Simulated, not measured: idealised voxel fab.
The name of this process module is voxel wiring stack.
We display cut, a cross-section 160 nm in width whose square cells are each 5 nm.
Each cross-section below is a grid of square cells, stated as bands in top-down order, with one or more rows of cells making up each band. This entry defines a band. It first specifies the height of the band's top and the height of its bottom in nm, and then specifies the band's materials from left to right, stating each material with its width in nm. The word "everywhere" identifies a single material that fills the band from edge to edge, while the word "empty" identifies empty space. Counting heights begins at 0, where everything beneath is, in the wafer as received, one material. The lowest band has no bottom; it goes on downwards, as "0 down" shows. So if you see something like "30 to 40" for the width, read it as the top row of the band sitting at the first number and the bottom row at the second, with every row in between moving by the same amount as the last. For the purposes of this document, the phrase "no modification" attached to a step denotes that no cell within the cross-section was modified by that step. Closed empty spaces (no open way to the top) of 8 cells or more are what "Enclosed internal cavities" lists, each as width x height at distance from the left edge, nm for all three. On a step's line, text after the settings is the simulator commenting on that step. The line of a step may include "overlay nm". On a step with a mask, this value is how far to the right of its planned place the mask lay. A negative value means the mask lay to the left.
## The steps planned for the process are as follows
1) RECEIVE (material Si)
2) CONFORMAL_DEP (material SiO2; thk nm 15)
3) DIRECTIONAL_DEP (material TiN; thk nm 5)
4) DIRECTIONAL_DEP (material W; thk nm 15)
5) DIRECTIONAL_DEP (material aC; thk nm 10)
6) PATTERN (tone cover; mask id METAL_1; material resist; width nm 20; pitch nm 45; thk nm 25; overlay nm 0)
7) DIRECTIONAL_ETCH (etch materials aC; depth nm 10)
8) STRIP (etch materials resist)
9) DIRECTIONAL_ETCH (etch materials W; depth nm 15)
10) DIRECTIONAL_ETCH (etch materials TiN; depth nm 5)
11) STRIP (etch materials aC)
12) CONFORMAL_DEP (material SiN; thk nm 5)
13) FILL_DEP (material lowk; thk nm 10)
14) CMP (height nm 35)
15) CONFORMAL_DEP (material SiCN; thk nm 5)
16) DIRECTIONAL_DEP (material lowk; thk nm 20)
17) PATTERN (tone open; mask id PLUG_1; material resist; width nm 15; thk nm 15; overlay nm 0)
18) DIRECTIONAL_ETCH (etch materials lowk; depth nm 20)
19) DIRECTIONAL_ETCH (etch materials SiCN; depth nm 5)
20) STRIP (etch materials resist)
21) CONFORMAL_DEP (material TiN; thk nm 5)
22) FILL_DEP (material W; thk nm 5)
23) CMP (height nm 60)
24) CONFORMAL_DEP (material SiN; thk nm 5)
25) DIRECTIONAL_DEP (material lowk; thk nm 20)
26) PATTERN (tone open; mask id METAL_2; material resist; width nm 20; pitch nm 45; thk nm 15; overlay nm 0)
27) DIRECTIONAL_ETCH (etch materials lowk; depth nm 20)
28) DIRECTIONAL_ETCH (etch materials SiN; depth nm 5)
29) STRIP (etch materials resist)
30) CONFORMAL_DEP (material TiN; thk nm 5)
31) FILL_DEP (material Ru; thk nm 5)
32) CMP (height nm 85)
33) CONFORMAL_DEP (material SiCN; thk nm 5)
34) DIRECTIONAL_DEP (material lowk; thk nm 10)
35) MASKED_ETCH (tone open; mask id PLUG_2; width nm 15; pitch nm 45; etch materials lowk; depth nm 10; overlay nm 0)
36) MASKED_ETCH (tone open; mask id PLUG_2; width nm 15; pitch nm 45; etch materials SiCN; depth nm 5; overlay nm 0)
37) EPI (material Ru; thk nm 10)
38) EPI (material Ru; thk nm 5)
39) CONFORMAL_DEP (material SiCN; thk nm 5)
40) DIRECTIONAL_DEP (material SiO2; thk nm 20)
41) PATTERN (tone open; mask id METAL_3; material resist; width nm 20; pitch nm 45; thk nm 20; overlay nm 0)
42) DIRECTIONAL_ETCH (etch materials SiO2; depth nm 20)
43) DIRECTIONAL_ETCH (etch materials SiCN; depth nm 5)
44) STRIP (etch materials resist)
45) CONFORMAL_DEP (material TiN; thk nm 5)
46) FILL_DEP (material Cu; thk nm 5)
47) CMP (height nm 125)
48) EPI (material Ru; thk nm 5)
49) FILL_DEP (material SiCN; thk nm 5)
## Cross-section, incoming material, after step 1
    0 down = Si everywhere
    Enclosed internal cavities: none
## This is how the wafer looks in cross-section once the module is done, given the starting state and plan above and one mistake in carrying the plan out
    135 to 130 = SiCN everywhere
    130 to 125 = SiCN: 40; Ru: 30; SiCN: 15; Ru: 30; SiCN: 45
    125 to 105 = SiO2: 45; TiN: 5; Cu: 10; TiN: 5; SiO2: 25; TiN: 5; Cu: 10; TiN: 5; SiO2: 50
    105 to 100 = SiCN: 45; TiN: 20; SiCN: 25; TiN: 20; SiCN: 50
    100 to 90 = lowk: 45; Ru: 15; lowk: 30; Ru: 15; lowk: 55
    90 to 85 = SiCN: 45; Ru: 15; SiCN: 30; Ru: 15; SiCN: 55
    85 to 65 = lowk: 45; TiN: 5; Ru: 10; TiN: 5; lowk: 25; TiN: 5; Ru: 10; TiN: 5; lowk: 50
    65 to 60 = SiN: 45; TiN: 20; SiN: 25; TiN: 20; SiN: 50
    60 to 40 = lowk: 50; TiN: 5; W: 5; TiN: 5; lowk: 95
    40 to 35 = SiCN: 50; TiN: 15; SiCN: 95
    35 to 20 = lowk: 40; SiN: 5; W: 20; SiN: 5; lowk: 15; SiN: 5; W: 20; SiN: 5; lowk: 45
    20 to 15 = SiN: 45; TiN: 20; SiN: 25; TiN: 20; SiN: 50
    15 to 0 = SiO2 everywhere
    0 down = Si everywhere
    Enclosed internal cavities: none
Which mistake was made when the wafer was run? step 17 was run on a setting that differed from the plan, and what really ran there is PATTERN (tone open; mask id PLUG_1; material resist; width nm 15; thk nm 15; overlay nm 5)
